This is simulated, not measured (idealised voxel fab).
The process module presented herein is designated voxel capacitor over wiring.
We display cut, a cross-section 220 nm in width whose square cells are each 5 nm.
For the purposes of this document, a cross-section shall be understood as a grid of square cells, specified as bands listed in top-to-bottom order, each band consisting of one or more rows of cells. Heights first: top, then bottom, in nm. Then materials, left to right, each with a width in nm. "edge to edge" on a single material: fills the band edge to edge. "blank": empty space. For the purposes of this specification, 0 denotes the height below which the wafer in its as-received condition is composed wholly of one material, and the lowermost band, lacking a lower limit, extends downward without end, as expressed in "0 and below". With a width like "30 to 40", each row of cells in the band differs from the next by the same amount, the top row carrying the first number and the bottom row the second. "no alterations made" means the step left every cell of the cross-section as it was. Reported under the label "Enclosed internal cavities" are the empty spaces having no open way to the top and comprising 8 cells or more; the notation for each is width x height at distance, in which the distance is measured from the left edge and all three values are in nm. Where a step's line continues beyond its settings, the continuation is a remark by the simulator itself on that step. You can add "overlay nm" to a step's line. For a step with a mask, it describes how far the mask lay to the right of its planned position, and a negative number describes a lay to the left.
Steps in the process plan
- 1: RECEIVE,material Si
- 2: CONFORMAL_DEP,material SiO2,thk nm 15
- 3: CONFORMAL_DEP,material SiCN,thk nm 5
- 4: DIRECTIONAL_DEP,material SiO2,thk nm 20
- 5: DIRECTIONAL_DEP,material aC,thk nm 10
- 6: PATTERN,tone open,mask id METAL_1,material resist,width nm 25,pitch nm 75,thk nm 25,overlay nm 0
- 7: DIRECTIONAL_ETCH,etch materials aC,depth nm 10
- 8: STRIP,etch materials resist
- 9: DIRECTIONAL_ETCH,etch materials SiO2,depth nm 20
- 10: DIRECTIONAL_ETCH,etch materials SiCN,depth nm 5
- 11: STRIP,etch materials aC
- 12: CONFORMAL_DEP,material TiN,thk nm 5
- 13: FILL_DEP,material Ru,thk nm 10
- 14: CMP,height nm 40
- 15: EPI,material Ru,thk nm 5
- 16: FILL_DEP,material SiCN,thk nm 5
- 17: DIRECTIONAL_DEP,material lowk,thk nm 10
- 18: PATTERN,tone open,mask id PLUG_1,material resist,width nm 15,thk nm 20,overlay nm 0
- 19: DIRECTIONAL_ETCH,etch materials lowk,depth nm 10
- 20: DIRECTIONAL_ETCH,etch materials SiCN,depth nm 5
- 21: STRIP,etch materials resist
- 22: EPI,material Ru,thk nm 10
- 23: EPI,material Ru,thk nm 5
- 24: DIRECTIONAL_DEP,material TiN,thk nm 10
- 25: DIRECTIONAL_DEP,material HfO2,thk nm 5
- 26: DIRECTIONAL_DEP,material TiN,thk nm 10
- 27: DIRECTIONAL_DEP,material aC,thk nm 10
- 28: PATTERN,tone cover,mask id UPPER_PLATE,material resist,width nm 55,thk nm 30,overlay nm 0
- 29: DIRECTIONAL_ETCH,etch materials aC,depth nm 10
- 30: STRIP,etch materials resist
- 31: DIRECTIONAL_ETCH,etch materials TiN,depth nm 10
- 32: DIRECTIONAL_ETCH,etch materials HfO2,depth nm 5
- 33: STRIP,etch materials aC
- 34: DIRECTIONAL_DEP,material aC,thk nm 10
- 35: PATTERN,tone cover,mask id LOWER_PLATE,material resist,width nm 65,thk nm 25,overlay nm 0
- 36: DIRECTIONAL_ETCH,etch materials aC,depth nm 10
- 37: STRIP,etch materials resist
- 38: DIRECTIONAL_ETCH,etch materials TiN,depth nm 10
- 39: STRIP,etch materials aC
- 40: FILL_DEP,material SiO2,thk nm 20
- 41: CMP,height nm 100
- 42: MASKED_ETCH,tone open,mask id PLUG_2,width nm 15,etch materials SiO2,depth nm 15,overlay nm 0
- 43: CONFORMAL_DEP,material TiN,thk nm 5
- 44: FILL_DEP,material Cu,thk nm 5
- 45: CMP,height nm 100
- 46: CONFORMAL_DEP,material SiN,thk nm 5
Received-state cross-section, reflecting completion of step 1
    0 and below | Si edge to edge
    Enclosed internal cavities: none
Cross-section, first of two wafers, end of module, run as planned
    105 down to 100 | SiN edge to edge
    100 down to 90 | SiO2 (80) / TiN (5) / Cu (5) / TiN (5) / SiO2 (125)
    90 down to 85 | SiO2 (80) / TiN (15) / SiO2 (125)
    85 down to 75 | SiO2 (70) / TiN (55) / SiO2 (95)
    75 down to 70 | SiO2 (70) / HfO2 (55) / SiO2 (95)
    70 down to 60 | SiO2 (65) / TiN (65) / SiO2 (90)
    60 down to 50 | lowk (70) / Ru (15) / lowk (135)
    50 down to 45 | SiCN (70) / Ru (15) / SiCN (135)
    45 down to 40 | SiCN (55) / Ru (35) / SiCN (40) / Ru (35) / SiCN (55)
    40 down to 20 | SiO2 (60) / TiN (5) / Ru (15) / TiN (5) / SiO2 (50) / TiN (5) / Ru (15) / TiN (5) / SiO2 (60)
    20 down to 15 | SiCN (60) / TiN (25) / SiCN (50) / TiN (25) / SiCN (60)
    15 down to 0 | SiO2 edge to edge
    0 and below | Si edge to edge
    Enclosed internal cavities: none
Same start, same plan as the first wafer - but one mistake in the run. Cross-section of the second of the two at the end of the module
    105 down to 100 | SiN edge to edge
    100 down to 90 | SiO2 (80) / TiN (5) / Cu (5) / TiN (5) / SiO2 (125)
    90 down to 85 | SiO2 (80) / TiN (15) / SiO2 (125)
    85 down to 75 | SiO2 (70) / TiN (55) / SiO2 (95)
    75 down to 70 | SiO2 (70) / HfO2 (55) / SiO2 (95)
    70 down to 60 | SiO2 (65) / TiN (65) / SiO2 (90)
    60 down to 50 | lowk (70) / Ru (15) / lowk (135)
    50 down to 45 | SiCN (70) / Ru (15) / SiCN (135)
    45 down to 40 | Ru edge to edge
    40 down to 20 | TiN edge to edge
    20 down to 15 | SiCN edge to edge
    15 down to 0 | SiO2 edge to edge
    0 and below | Si edge to edge
    Enclosed internal cavities: none
Which mistake was made when the wafer was run? step 4 off recipe, ran as DIRECTIONAL_DEP,material TiN,thk nm 20
The closing comparison, in cells, has the second wafer with more or fewer of some materials than the first: Ru +6 | SiCN -20 | SiO2 -136 | TiN +150
